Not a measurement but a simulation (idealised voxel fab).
process module | voxel trench capacitor
cross-section cut | 215 nm wide | cells 5 nm
A cross-section is a grid of square cells, given in bands from the top down. A band is one or more rows of cells.
Each band's line starts with the height of the band's top and of its bottom, in nm. Then come its materials from left to right, each with its width in nm. One material with "throughout" fills the band from edge to edge. "air" is empty space.
Height 0 is the level under which the wafer as received is all one material. The lowest band goes on downwards, as in "0 down".
A width such as "30 to 40" changes by the same amount from each row of cells to the next, from the band's top row to its bottom row.
"no change" after a step means that no cell of the cross-section changed.
closed voids: empty space of 8 cells or more with no open way to the top, each as width x height at its distance from the left edge, in nm
after a step's settings: what the simulator itself notes on the step
overlay nm, on a step with a mask: how far to the right of its planned place the mask lay; to the left if negative
plan
1 op RECEIVE | material Si
2 op CONFORMAL_DEP | material SiN | thk nm 10
3 op MASKED_ETCH | tone open | mask id TRENCH | width nm 30 | pitch nm 45 | etch materials SiN | depth nm 10 | overlay nm 0
4 op MASKED_ETCH | tone open | mask id TRENCH | width nm 30 | pitch nm 45 | etch materials Si | depth nm 25 | overlay nm 0
5 op CONFORMAL_DEP | material Al2O3 | thk nm 5
6 op CONFORMAL_DEP | material TiN | thk nm 5
7 op FILL_DEP | material W | thk nm 5
8 op CMP | height nm 10
first wafer, as planned
as received, after step 1
  0 down: Si throughout
  closed voids: none
after step 2
  10 to 0: SiN throughout
  below 0: unchanged
after step 3
  10 to 0: SiN 45 | air 30 | SiN 15 | air 30 | SiN 15 | air 30 | SiN 50
  below 0: unchanged
after step 4
  10 to 0: SiN 45 | air 30 | SiN 15 | air 30 | SiN 15 | air 30 | SiN 50
  0 to -25: Si 45 | air 30 | Si 15 | air 30 | Si 15 | air 30 | Si 50
  below -25: unchanged
after step 5
  15 to 10: Al2O3 50 | air 20 | Al2O3 25 | air 20 | Al2O3 25 | air 20 | Al2O3 55
  10 to 0: SiN 45 | Al2O3 5 | air 20 | Al2O3 5 | SiN 15 | Al2O3 5 | air 20 | Al2O3 5 | SiN 15 | Al2O3 5 | air 20 | Al2O3 5 | SiN 50
  0 to -20: Si 45 | Al2O3 5 | air 20 | Al2O3 5 | Si 15 | Al2O3 5 | air 20 | Al2O3 5 | Si 15 | Al2O3 5 | air 20 | Al2O3 5 | Si 50
  -20 to -25: Si 45 | Al2O3 30 | Si 15 | Al2O3 30 | Si 15 | Al2O3 30 | Si 50
  below -25: unchanged
after step 6
  20 to 15: TiN 55 | air 10 | TiN 35 | air 10 | TiN 35 | air 10 | TiN 60
  15 to 10: Al2O3 50 | TiN 5 | air 10 | TiN 5 | Al2O3 25 | TiN 5 | air 10 | TiN 5 | Al2O3 25 | TiN 5 | air 10 | TiN 5 | Al2O3 55
  10 to 0: SiN 45 | Al2O3 5 | TiN 5 | air 10 | TiN 5 | Al2O3 5 | SiN 15 | Al2O3 5 | TiN 5 | air 10 | TiN 5 | Al2O3 5 | SiN 15 | Al2O3 5 | TiN 5 | air 10 | TiN 5 | Al2O3 5 | SiN 50
  0 to -15: Si 45 | Al2O3 5 | TiN 5 | air 10 | TiN 5 | Al2O3 5 | Si 15 | Al2O3 5 | TiN 5 | air 10 | TiN 5 | Al2O3 5 | Si 15 | Al2O3 5 | TiN 5 | air 10 | TiN 5 | Al2O3 5 | Si 50
  -15 to -20: Si 45 | Al2O3 5 | TiN 20 | Al2O3 5 | Si 15 | Al2O3 5 | TiN 20 | Al2O3 5 | Si 15 | Al2O3 5 | TiN 20 | Al2O3 5 | Si 50
  below -20: unchanged
after step 7
  25 to 20: W throughout
  20 to 15: TiN 55 | W 10 | TiN 35 | W 10 | TiN 35 | W 10 | TiN 60
  15 to 10: Al2O3 50 | TiN 5 | W 10 | TiN 5 | Al2O3 25 | TiN 5 | W 10 | TiN 5 | Al2O3 25 | TiN 5 | W 10 | TiN 5 | Al2O3 55
  10 to 0: SiN 45 | Al2O3 5 | TiN 5 | W 10 | TiN 5 | Al2O3 5 | SiN 15 | Al2O3 5 | TiN 5 | W 10 | TiN 5 | Al2O3 5 | SiN 15 | Al2O3 5 | TiN 5 | W 10 | TiN 5 | Al2O3 5 | SiN 50
  0 to -15: Si 45 | Al2O3 5 | TiN 5 | W 10 | TiN 5 | Al2O3 5 | Si 15 | Al2O3 5 | TiN 5 | W 10 | TiN 5 | Al2O3 5 | Si 15 | Al2O3 5 | TiN 5 | W 10 | TiN 5 | Al2O3 5 | Si 50
  below -15: unchanged
after step 8
  10 to 0: SiN 45 | Al2O3 5 | TiN 5 | W 10 | TiN 5 | Al2O3 5 | SiN 15 | Al2O3 5 | TiN 5 | W 10 | TiN 5 | Al2O3 5 | SiN 15 | Al2O3 5 | TiN 5 | W 10 | TiN 5 | Al2O3 5 | SiN 50
  below 0: unchanged
second wafer: like start, like plan, one mistake. Through step 3 it matches the first wafer
when step 4 should have ended
  10 to 0: SiN 45 | air 30 | SiN 15 | air 30 | SiN 15 | air 30 | SiN 50
  0 to -25: Si 45 | air 25 | Si 20 | air 25 | Si 20 | air 25 | Si 55
  below -25: unchanged
when step 5 should have ended
  15 to 10: Al2O3 50 | air 20 | Al2O3 25 | air 20 | Al2O3 25 | air 20 | Al2O3 55
  10 to 0: SiN 45 | Al2O3 5 | air 20 to 15 | Al2O3 5 to 10 | SiN 15 | Al2O3 5 | air 20 to 15 | Al2O3 5 to 10 | SiN 15 | Al2O3 5 | air 20 to 15 | Al2O3 5 to 10 | SiN 50
  0 to -20: Si 45 | Al2O3 5 | air 15 | Al2O3 5 | Si 20 | Al2O3 5 | air 15 | Al2O3 5 | Si 20 | Al2O3 5 | air 15 | Al2O3 5 | Si 55
  -20 to -25: Si 45 | Al2O3 25 | Si 20 | Al2O3 25 | Si 20 | Al2O3 25 | Si 55
  below -25: unchanged
when step 6 should have ended
  20 to 15: TiN 55 | air 10 | TiN 35 | air 10 | TiN 35 | air 10 | TiN 60
  15 to 10: Al2O3 50 | TiN 5 | air 10 | TiN 5 | Al2O3 25 | TiN 5 | air 10 | TiN 5 | Al2O3 25 | TiN 5 | air 10 | TiN 5 | Al2O3 55
  10 to 0: SiN 45 | Al2O3 5 | TiN 5 | air 5 | TiN 10 to 5 | Al2O3 5 to 10 | SiN 15 | Al2O3 5 | TiN 5 | air 5 | TiN 10 to 5 | Al2O3 5 to 10 | SiN 15 | Al2O3 5 | TiN 5 | air 5 | TiN 10 to 5 | Al2O3 5 to 10 | SiN 50
  0 to -15: Si 45 | Al2O3 5 | TiN 5 | air 5 | TiN 5 | Al2O3 5 | Si 20 | Al2O3 5 | TiN 5 | air 5 | TiN 5 | Al2O3 5 | Si 20 | Al2O3 5 | TiN 5 | air 5 | TiN 5 | Al2O3 5 | Si 55
  -15 to -20: Si 45 | Al2O3 5 | TiN 15 | Al2O3 5 | Si 20 | Al2O3 5 | TiN 15 | Al2O3 5 | Si 20 | Al2O3 5 | TiN 15 | Al2O3 5 | Si 55
  below -20: unchanged
when step 7 should have ended
  25 to 20: W throughout
  20 to 15: TiN 55 | W 10 | TiN 35 | W 10 | TiN 35 | W 10 | TiN 60
  15 to 10: Al2O3 50 | TiN 5 | W 10 | TiN 5 | Al2O3 25 | TiN 5 | W 10 | TiN 5 | Al2O3 25 | TiN 5 | W 10 | TiN 5 | Al2O3 55
  10 to 0: SiN 45 | Al2O3 5 | TiN 5 | W 5 | TiN 10 to 5 | Al2O3 5 to 10 | SiN 15 | Al2O3 5 | TiN 5 | W 5 | TiN 10 to 5 | Al2O3 5 to 10 | SiN 15 | Al2O3 5 | TiN 5 | W 5 | TiN 10 to 5 | Al2O3 5 to 10 | SiN 50
  0 to -15: Si 45 | Al2O3 5 | TiN 5 | W 5 | TiN 5 | Al2O3 5 | Si 20 | Al2O3 5 | TiN 5 | W 5 | TiN 5 | Al2O3 5 | Si 20 | Al2O3 5 | TiN 5 | W 5 | TiN 5 | Al2O3 5 | Si 55
  below -15: unchanged
when step 8 should have ended
  10 to 0: SiN 45 | Al2O3 5 | TiN 5 | W 5 | TiN 10 to 5 | Al2O3 5 to 10 | SiN 15 | Al2O3 5 | TiN 5 | W 5 | TiN 10 to 5 | Al2O3 5 to 10 | SiN 15 | Al2O3 5 | TiN 5 | W 5 | TiN 10 to 5 | Al2O3 5 to 10 | SiN 50
  below 0: unchanged
what went wrong: step 4 ran as: op MASKED_ETCH | tone open | mask id TRENCH | width nm 30 | pitch nm 45 | etch materials Si | depth nm 25 | overlay nm -5
at the end the second wafer has, in cells: 15 more of Si | 15 fewer of W
